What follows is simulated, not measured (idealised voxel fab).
process module | voxel air gaps
cross-section cut | 210 nm wide | cells 5 nm
A cross-section is a grid of square cells, given in bands from the top down. A band is one or more rows of cells.
Each band's line starts with the height of the band's top and of its bottom, in nm. Then come its materials from left to right, each with its width in nm. One material with "throughout" fills the band from edge to edge. "air" is empty space.
Height 0 is the level under which the wafer as received is all one material. The lowest band goes on downwards, as in "0 down".
A width such as "30 to 40" changes by the same amount from each row of cells to the next, from the band's top row to its bottom row.
"no change" after a step means that no cell of the cross-section changed.
closed voids: empty space of 8 cells or more with no open way to the top, each as width x height at its distance from the left edge, in nm
after a step's settings: what the simulator itself notes on the step
overlay nm, on a step with a mask: how far to the right of its planned place the mask lay; to the left if negative
plan
1 op RECEIVE | material Si
2 op CONFORMAL_DEP | material SiO2 | thk nm 15
3 op CONFORMAL_DEP | material SiCN | thk nm 5
4 op DIRECTIONAL_DEP | material SiO2 | thk nm 40
5 op DIRECTIONAL_DEP | material aC | thk nm 15
6 op PATTERN | tone open | mask id LINES | material resist | width nm 20 | pitch nm 50 | thk nm 35 | overlay nm 0
7 op DIRECTIONAL_ETCH | etch materials aC | depth nm 5
8 op STRIP | etch materials resist
9 op DIRECTIONAL_ETCH | etch materials SiO2 | depth nm 40
10 op STRIP | etch materials aC
11 op CONFORMAL_DEP | material TiN | thk nm 5
12 op FILL_DEP | material Ru | thk nm 10
13 op CMP | height nm 60
14 op EPI | material Ru | thk nm 10
15 op SELECTIVE_ETCH | etch materials SiO2 | depth nm 50
16 op CONFORMAL_DEP | material SiCN | thk nm 5
varied across the wafers: depth nm of step 7. The plan shows the first wafer's value. All wafers start alike
first wafer as received, after step 1
  0 down: Si throughout
  closed voids: none
first wafer at the end, after step 16
  25 to 15: SiCN throughout
  15 to 0: SiO2 throughout
  0 down: Si throughout
  closed voids: none
last wafer at the end
  75 to 70: air 5 | SiCN 200 | air 5
  70 to 60: air 5 | SiCN 5 | Ru 40 | SiCN 10 | Ru 40 | SiCN 10 | Ru 40 | SiCN 10 | Ru 40 | SiCN 5 | air 5
  60 to 55: air 5 | SiCN 15 | TiN 5 | Ru 10 | TiN 5 | SiCN 30 | TiN 5 | Ru 10 | TiN 5 | SiCN 30 | TiN 5 | Ru 10 | TiN 5 | SiCN 30 | TiN 5 | Ru 10 | TiN 5 | SiCN 15 | air 5
  55 to 25: air 15 | SiCN 5 | TiN 5 | Ru 10 | TiN 5 | SiCN 5 | air 20 | SiCN 5 | TiN 5 | Ru 10 | TiN 5 | SiCN 5 | air 20 | SiCN 5 | TiN 5 | Ru 10 | TiN 5 | SiCN 5 | air 20 | SiCN 5 | TiN 5 | Ru 10 | TiN 5 | SiCN 5 | air 15
  25 to 20: SiCN 20 | TiN 20 | SiCN 30 | TiN 20 | SiCN 30 | TiN 20 | SiCN 30 | TiN 20 | SiCN 20
  20 to 15: SiCN throughout
  15 to 0: SiO2 throughout
  0 down: Si throughout
  closed voids: 20 x 30 at 45; 20 x 30 at 95; 20 x 30 at 145
each wafer at the end: cells of each material gained (+) or lost (-) since it was received, then its closed voids
depth nm 5 | +84 SiCN | +126 SiO2 | closed voids: none
depth nm 10 | +84 SiCN | +126 SiO2 | closed voids: none
depth nm 15 | +120 Ru | +196 SiCN | +126 SiO2 | +72 TiN | closed voids: 20 x 30 at 45; 20 x 30 at 95; 20 x 30 at 145
depth nm 20 | +120 Ru | +196 SiCN | +126 SiO2 | +72 TiN | closed voids: 20 x 30 at 45; 20 x 30 at 95; 20 x 30 at 145
depth nm 25 | +120 Ru | +196 SiCN | +126 SiO2 | +72 TiN | closed voids: 20 x 30 at 45; 20 x 30 at 95; 20 x 30 at 145
depth nm 30 | +120 Ru | +196 SiCN | +126 SiO2 | +72 TiN | closed voids: 20 x 30 at 45; 20 x 30 at 95; 20 x 30 at 145
